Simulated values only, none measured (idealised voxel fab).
process module | voxel transistor to metal
cross-section cut | 250 nm wide | cells 5 nm
A cross-section is a grid of square cells, given in bands from the top down. A band is one or more rows of cells.
Each band's line starts with the height of the band's top and of its bottom, in nm. Then come its materials from left to right, each with its width in nm. One material with "throughout" fills the band from edge to edge. "air" is empty space.
Height 0 is the level under which the wafer as received is all one material. The lowest band goes on downwards, as in "0 down".
A width such as "30 to 40" changes by the same amount from each row of cells to the next, from the band's top row to its bottom row.
"no change" after a step means that no cell of the cross-section changed.
closed voids: empty space of 8 cells or more with no open way to the top, each as width x height at its distance from the left edge, in nm
after a step's settings: what the simulator itself notes on the step
overlay nm, on a step with a mask: how far to the right of its planned place the mask lay; to the left if negative
plan
1 op RECEIVE | material Si
2 op CONFORMAL_DEP | material SiO2 | thk nm 5
3 op CONFORMAL_DEP | material SiN | thk nm 15
4 op MASKED_ETCH | tone cover | mask id ACTIVE | width nm 85 | pitch nm 115 | etch materials SiN | depth nm 15 | overlay nm 0
5 op MASKED_ETCH | tone cover | mask id ACTIVE | width nm 85 | pitch nm 115 | etch materials SiO2 | depth nm 5 | overlay nm 0
6 op MASKED_ETCH | tone cover | mask id ACTIVE | width nm 85 | pitch nm 115 | etch materials Si | depth nm 20 | overlay nm 0
7 op OXIDIZE | depth nm 5
8 op FILL_DEP | material SiO2 | thk nm 5
9 op CMP | height nm 20
10 op SELECTIVE_ETCH | etch materials SiO2 | depth nm 15
11 op STRIP | etch materials SiN
12 op SELECTIVE_ETCH | etch materials SiO2 | depth nm 5
13 op OXIDIZE | depth nm 5
14 op DIRECTIONAL_DEP | material polySi | thk nm 30
15 op DIRECTIONAL_DEP | material SiCN | thk nm 15
16 op PATTERN | tone cover | mask id GATE | material resist | width nm 15 | pitch nm 115 | thk nm 20 | overlay nm 0
17 op DIRECTIONAL_ETCH | etch materials SiCN | depth nm 25
18 op DIRECTIONAL_ETCH | etch materials polySi | depth nm 40
19 op STRIP | etch materials resist
20 op CONFORMAL_DEP | material SiN | thk nm 5
21 op DIRECTIONAL_ETCH | etch materials SiN | depth nm 5
22 op DIRECTIONAL_ETCH | etch materials SiO2 | depth nm 5
23 op DIRECTIONAL_ETCH | etch materials Si | depth nm 10
24 op EPI | material nSi | thk nm 10
25 op FILL_DEP | material SiO2 | thk nm 10
26 op CMP | height nm 45
27 op DIRECTIONAL_DEP | material SiO2 | thk nm 15
28 op PATTERN | tone open | mask id CONTACT | material resist | width nm 15 | thk nm 15 | overlay nm 0
29 op DIRECTIONAL_ETCH | etch materials SiO2 | depth nm 65
30 op STRIP | etch materials resist
31 op CONFORMAL_DEP | material TiN | thk nm 5
32 op FILL_DEP | material W | thk nm 5
33 op CMP | height nm 60
34 op DIRECTIONAL_DEP | material TiN | thk nm 5
35 op DIRECTIONAL_DEP | material W | thk nm 15
36 op DIRECTIONAL_DEP | material aC | thk nm 10
37 op PATTERN | tone cover | mask id METAL_1 | material resist | width nm 15 | thk nm 25 | overlay nm 0
38 op DIRECTIONAL_ETCH | etch materials aC | depth nm 10
39 op STRIP | etch materials resist
40 op DIRECTIONAL_ETCH | etch materials W | depth nm 15
41 op DIRECTIONAL_ETCH | etch materials TiN | depth nm 5
42 op STRIP | etch materials aC
43 op CONFORMAL_DEP | material SiCN | thk nm 5
44 op FILL_DEP | material lowk | thk nm 10
45 op CMP | height nm 80
46 op CONFORMAL_DEP | material SiCN | thk nm 5
as received, after step 1
  0 down: Si throughout
  closed voids: none
first wafer at the end, as planned
  85 to 80: SiCN throughout
  80 to 65: lowk 25 | SiCN 5 | W 15 | SiCN 5 | lowk 35 | SiCN 5 | W 15 | SiCN 5 | lowk 30 | SiCN 5 | W 15 | SiCN 5 | lowk 35 | SiCN 5 | W 15 | SiCN 5 | lowk 25
  65 to 60: SiCN 30 | TiN 15 | SiCN 45 | TiN 15 | SiCN 40 | TiN 15 | SiCN 45 | TiN 15 | SiCN 30
  60 to 45: SiO2 30 | TiN 5 | W 5 | TiN 5 | SiO2 45 | TiN 5 | W 5 | TiN 5 | SiO2 40 | TiN 5 | W 5 | TiN 5 | SiO2 45 | TiN 5 | W 5 | TiN 5 | SiO2 30
  45 to 30: SiO2 30 | TiN 5 | W 5 | TiN 5 | SiO2 10 | SiN 5 | SiCN 15 | SiN 5 | SiO2 10 | TiN 5 | W 5 | TiN 5 | SiO2 40 | TiN 5 | W 5 | TiN 5 | SiO2 10 | SiN 5 | SiCN 15 | SiN 5 | SiO2 10 | TiN 5 | W 5 | TiN 5 | SiO2 30
  30 to 5: SiO2 30 | TiN 5 | W 5 | TiN 5 | SiO2 10 | SiN 5 | polySi 15 | SiN 5 | SiO2 10 | TiN 5 | W 5 | TiN 5 | SiO2 40 | TiN 5 | W 5 | TiN 5 | SiO2 10 | SiN 5 | polySi 15 | SiN 5 | SiO2 10 | TiN 5 | W 5 | TiN 5 | SiO2 30
  5 to 0: SiO2 30 | TiN 5 | W 5 | TiN 5 | nSi 10 | SiN 5 | polySi 15 | SiN 5 | nSi 10 | TiN 5 | W 5 | TiN 5 | SiO2 40 | TiN 5 | W 5 | TiN 5 | nSi 10 | SiN 5 | polySi 15 | SiN 5 | nSi 10 | TiN 5 | W 5 | TiN 5 | SiO2 30
  0 to -5: SiO2 30 | TiN 15 | nSi 10 | SiO2 25 | nSi 10 | TiN 15 | SiO2 40 | TiN 15 | nSi 10 | SiO2 25 | nSi 10 | TiN 15 | SiO2 30
  -5 to -15: SiO2 30 | nSi 25 | Si 25 | nSi 25 | SiO2 40 | nSi 25 | Si 25 | nSi 25 | SiO2 30
  -15 to -25: SiO2 30 | Si 75 | SiO2 40 | Si 75 | SiO2 30
  -25 down: Si throughout
  closed voids: none
second wafer at the end: like start, like plan, one mistake
  85 to 80: SiCN throughout
  80 to 65: lowk 25 | SiCN 5 | W 15 | SiCN 5 | lowk 35 | SiCN 5 | W 15 | SiCN 5 | lowk 30 | SiCN 5 | W 15 | SiCN 5 | lowk 35 | SiCN 5 | W 15 | SiCN 5 | lowk 25
  65 to 60: SiCN 30 | TiN 15 | SiCN 45 | TiN 15 | SiCN 40 | TiN 15 | SiCN 45 | TiN 15 | SiCN 30
  60 to 45: SiO2 30 | TiN 5 | W 5 | TiN 5 | SiO2 45 | TiN 5 | W 5 | TiN 5 | SiO2 40 | TiN 5 | W 5 | TiN 5 | SiO2 45 | TiN 5 | W 5 | TiN 5 | SiO2 30
  45 to 30: SiO2 30 | TiN 5 | W 5 | TiN 5 | SiO2 10 | SiN 5 | SiCN 15 | SiN 5 | SiO2 10 | TiN 5 | W 5 | TiN 5 | SiO2 40 | TiN 5 | W 5 | TiN 5 | SiO2 10 | SiN 5 | SiCN 15 | SiN 5 | SiO2 10 | TiN 5 | W 5 | TiN 5 | SiO2 30
  30 to 5: SiO2 30 | TiN 5 | W 5 | TiN 5 | SiO2 10 | SiN 5 | polySi 15 | SiN 5 | SiO2 10 | TiN 5 | W 5 | TiN 5 | SiO2 40 | TiN 5 | W 5 | TiN 5 | SiO2 10 | SiN 5 | polySi 15 | SiN 5 | SiO2 10 | TiN 5 | W 5 | TiN 5 | SiO2 30
  5 to 0: SiO2 30 | TiN 5 | W 5 | TiN 5 | nSi 10 | SiN 5 | polySi 15 | SiN 5 | nSi 10 | TiN 5 | W 5 | TiN 5 | SiO2 40 | TiN 5 | W 5 | TiN 5 | nSi 10 | SiN 5 | polySi 15 | SiN 5 | nSi 10 | TiN 5 | W 5 | TiN 5 | SiO2 30
  0 to -5: SiO2 5 | SiN 5 | SiO2 15 | SiN 5 | TiN 15 | nSi 10 | SiO2 25 | nSi 10 | TiN 15 | SiN 5 | SiO2 30 | SiN 5 | TiN 15 | nSi 10 | SiO2 25 | nSi 10 | TiN 15 | SiN 5 | SiO2 15 | SiN 5 | SiO2 5
  -5 to -15: SiO2 5 | SiN 5 | SiO2 15 | SiN 5 | SiO2 5 | nSi 20 | Si 25 | nSi 20 | SiO2 5 | SiN 5 | SiO2 30 | SiN 5 | SiO2 5 | nSi 20 | Si 25 | nSi 20 | SiO2 5 | SiN 5 | SiO2 15 | SiN 5 | SiO2 5
  -15 to -25: SiO2 35 to 30 | Si 65 to 75 | SiO2 50 to 40 | Si 65 to 75 | SiO2 35 to 30
  -25 down: Si throughout
  closed voids: none
what went wrong: steps 10 and 11 were swapped
at the end the second wafer has, in cells: 4 fewer of Si | 18 more of SiN | 6 fewer of SiO2 | 8 fewer of nSi
